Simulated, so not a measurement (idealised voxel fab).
Process module in this document: voxel air gaps
This is section cut - it's 175 nm across, gridded in 5 nm square cells.
Cross-section format: a grid of square cells, given as bands from top to bottom; each band is one or more rows of cells. Top height, bottom height, nm. Materials left to right, width each, nm. Single material + "everywhere" = fills band edge to edge. "empty" = empty. We count height from 0. Below that, the starting wafer is all one material. The lowest band never ends at the bottom but goes on down; see "0 down" for how that is written. Width: "30 to 40" (first number = top row, second number = bottom row, same change from row to row of cells). Key: "no modification" - step with no changed cell in the cross-section. Empty spaces without an open route to the top, at least 8 cells in extent, make up the entry "Catalogued sealed voids"; each is given as width x height at distance, where the distance is measured from the left edge, and all are in nm. What comes after the settings on a step's line is commentary from the simulator itself on that step. On any step carrying a mask, the "overlay nm" setting, if present on the step's line, tells how far right of its planned place the mask lay; negative values point to the left.
[The process steps that were planned are listed below]
- 1: RECEIVE | material Si
- 2: CONFORMAL_DEP | material SiO2 | thk nm 15
- 3: CONFORMAL_DEP | material SiCN | thk nm 5
- 4: DIRECTIONAL_DEP | material SiO2 | thk nm 30
- 5: DIRECTIONAL_DEP | material aC | thk nm 15
- 6: PATTERN | tone open | mask id LINES | material resist | width nm 25 | pitch nm 50 | thk nm 35 | overlay nm 0
- 7: DIRECTIONAL_ETCH | etch materials aC | depth nm 15
- 8: STRIP | etch materials resist
- 9: DIRECTIONAL_ETCH | etch materials SiO2 | depth nm 30
- 10: STRIP | etch materials aC
- 11: CONFORMAL_DEP | material TiN | thk nm 5
- 12: FILL_DEP | material Cu | thk nm 10
- 13: CMP | height nm 50
- 14: EPI | material Ru | thk nm 10
- 15: SELECTIVE_ETCH | etch materials SiO2 | depth nm 40
- 16: CONFORMAL_DEP | material SiCN | thk nm 5
[Received-state cross-section, reflecting completion of step 1]
0 down  Si everywhere
Catalogued sealed voids: none
[Cross-section, end of module. Start: as above. Plan: as above. Execution: one mistake]
65 to 60  empty 10  SiCN 155  empty 10
60 to 50  empty 10  SiCN 5  Ru 45  SiCN 5  Ru 45  SiCN 5  Ru 45  SiCN 5  empty 10
50 to 45  empty 10  SiCN 15  TiN 5  Cu 15  TiN 5  SiCN 25  TiN 5  Cu 15  TiN 5  SiCN 25  TiN 5  Cu 15  TiN 5  SiCN 15  empty 10
45 to 35  empty 20  SiCN 5  TiN 5  Cu 15  TiN 5  SiCN 5  empty 15  SiCN 5  TiN 5  Cu 15  TiN 5  SiCN 5  empty 15  SiCN 5  TiN 5  Cu 15  TiN 5  SiCN 5  empty 20
35 to 30  SiCN 25  TiN 25  SiCN 25  TiN 25  SiCN 25  TiN 25  SiCN 25
30 to 15  SiCN everywhere
15 to 0  SiO2 everywhere
0 down  Si everywhere
Catalogued sealed voids: none
Misprocessing identified: step 3 deviated from plan and actually ran as CONFORMAL_DEP | material SiCN | thk nm 15
